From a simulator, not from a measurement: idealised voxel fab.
The following process module bears the name voxel self aligned contacts.
cross-section cut | 245 nm wide | cells 5 nm
Cross-section, as written here: a square-cell grid given band by band from the top down, where a band holds one or more rows of cells. Per band: top height and bottom height in nm, followed by the left-to-right materials and their widths in nm; "all across" marks a single material spanning edge to edge, "air" marks empty space. Height is counted from the level 0, under which the received wafer is composed throughout of one material. The lowest of the bands is not closed at the bottom but continues downward, in the notation "0..down". Top row gets the first number, bottom row gets the second, and each row in between changes by the same step: that is how a band width like "30..40" works. Where a step carries "remained unchanged", the cross-section came out of it unchanged, cell for cell. The entry "Trapped void list" lists the empty spaces that cover at least 8 cells and have no open path to the top. Each is written as width x height at distance, where the distance is measured from the left edge and all three values are in nm. On a step's line, text after the settings is the simulator commenting on that step. "overlay nm" denotes, for a step that has a mask, the displacement of the mask to the right of its planned place, with negative values corresponding to the left.

The planned process steps are enumerated hereunder
1) RECEIVE with material Si
2) OXIDIZE with depth nm 5
3) DIRECTIONAL_DEP with material polySi, thk nm 20
4) DIRECTIONAL_DEP with material SiN, thk nm 20
5) PATTERN with tone cover, mask id GATE, material resist, width nm 35, pitch nm 60, thk nm 20, overlay nm 0
6) DIRECTIONAL_ETCH with etch materials SiN, depth nm 20
7) DIRECTIONAL_ETCH with etch materials polySi, depth nm 20
8) STRIP with etch materials resist
9) CONFORMAL_DEP with material SiN, thk nm 5
10) DIRECTIONAL_ETCH with etch materials SiN, depth nm 5
11) FILL_DEP with material SiO2, thk nm 10
12) CMP with height nm 45
13) MASKED_ETCH with tone open, mask id CONTACT, width nm 45, etch materials SiO2, depth nm 50, overlay nm 0
14) CONFORMAL_DEP with material TiN, thk nm 5
15) FILL_DEP with material W, thk nm 10
16) CMP with height nm 45
17) CONFORMAL_DEP with material SiN, thk nm 5

This is the cross-section of the wafer as we received it, i.e. after step 1
- 0..down | Si all across
- Trapped void list: none

Sectioned view, first of two wafers, at the close of the module, processed as intended in the plan
- 50..45 | SiN all across
- 45..40 | SiO2 100, TiN 20, W 5, TiN 20, SiO2 100
- 40..20 | SiO2 70, SiN 45, TiN 5, W 5, TiN 5, SiN 45, SiO2 70
- 20..0 | SiO2 70, SiN 5, polySi 35, SiN 5, TiN 5, W 5, TiN 5, SiN 5, polySi 35, SiN 5, SiO2 70
- 0..-5 | SiO2 115, TiN 15, SiO2 115
- -5..down | Si all across
- Trapped void list: none

Cross-sectional view of the second of two wafers upon completion of the module. This wafer shared its starting condition and process plan with the first; one error was made during its execution
- 50..45 | SiN all across
- 45..40 | SiO2 100, TiN 20, W 5, TiN 20, SiO2 100
- 40..20 | SiO2 70, SiN 45, TiN 5, W 5, TiN 5, SiN 45, SiO2 70
- 20..15 | SiO2 70, SiN 5, polySi 35, SiN 5, TiN 5, W 5, TiN 5, SiN 5, polySi 35, SiN 5, SiO2 70
- 15..10 | SiO2 70, SiN 5, polySi 35, SiN 5, TiN 15, SiN 5, polySi 35, SiN 5, SiO2 70
- 10..0 | polySi all across
- 0..-5 | SiO2 all across
- -5..down | Si all across
- Trapped void list: none
Which mistake was made when the wafer was run? contrary to plan, step 7 was performed as DIRECTIONAL_ETCH with etch materials polySi, depth nm 10
In the final state, the cell counts of the second wafer exceed or fall short of those of the first for the following materials: SiN: 8 fewer, SiO2: 53 fewer, TiN: 6 fewer, W: 3 fewer, polySi: 70 more
